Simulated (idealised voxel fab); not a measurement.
process module | voxel double patterning
FYI the section here is cut, 180 nm wide, cells are 5 nm squares.
Just so we're on the same page, the cross-sections are grids of square cells, and they're listed out in bands top to bottom, each band one or more rows deep. What a band's entry tells you: where the top is and where the bottom is, as heights in nm, and after that what lies inside, material by material from left to right, each with its width in nm. Empty space is written as the word "blank", and a single material marked with the word "full width" occupies the band from edge to edge. Zero point of the height axis is 0; under it, received wafer = one material. Lowest band: continues down indefinitely, "0 and below". The notation "30..40" denotes a width that varies across the rows of cells in the band, beginning at the first number in the top row, finishing at the second number in the bottom row, and changing by an identical amount from each row to the next. A step reported as "no modification" is a step in which no cell of the cross-section changed. The label "Enclosed void catalog" introduces a list of the empty spaces, 8 cells or larger, that have no open way up to the top; each entry in it reads width x height at distance, where the distance is taken from the left edge and all three are stated in nm. Past the settings on a step's line: simulator remark, on that step. "overlay nm" on a masked step: distance the mask lay right of its planned place, negative for left.

# Process steps foreseen in the plan
1 RECEIVE, material Si
2 CONFORMAL_DEP, material SiO2, thk nm 5
3 DIRECTIONAL_DEP, material W, thk nm 20
4 DIRECTIONAL_DEP, material SiCN, thk nm 5
5 MASKED_ETCH, tone open, mask id FIRST, width nm 15, pitch nm 50, etch materials SiCN, depth nm 5, overlay nm 0
6 PATTERN, tone open, mask id SECOND, material resist, width nm 15, pitch nm 50, thk nm 15, overlay nm 0
7 DIRECTIONAL_ETCH, etch materials SiCN, depth nm 5
8 STRIP, etch materials resist
9 DIRECTIONAL_ETCH, etch materials W, depth nm 20
10 STRIP, etch materials SiCN

# Incoming wafer in cross-section (state: after step 1)
    0 and below  Si full width
    Enclosed void catalog: none

# The plan above was carried out on the starting structure above with one mistake, and this cross-section shows the wafer at the end of the module
    25 down to 5  W: 25  blank: 25  W: 5  blank: 15  W: 5  blank: 25  W: 5  blank: 15  W: 5  blank: 25  W: 30
    5 down to 0  SiO2 full width
    0 and below  Si full width
    Enclosed void catalog: none
What broke from the plan during processing? step 5 did not use the planned setting and instead ran as MASKED_ETCH, tone open, mask id FIRST, width nm 25, pitch nm 50, etch materials SiCN, depth nm 5, overlay nm 0
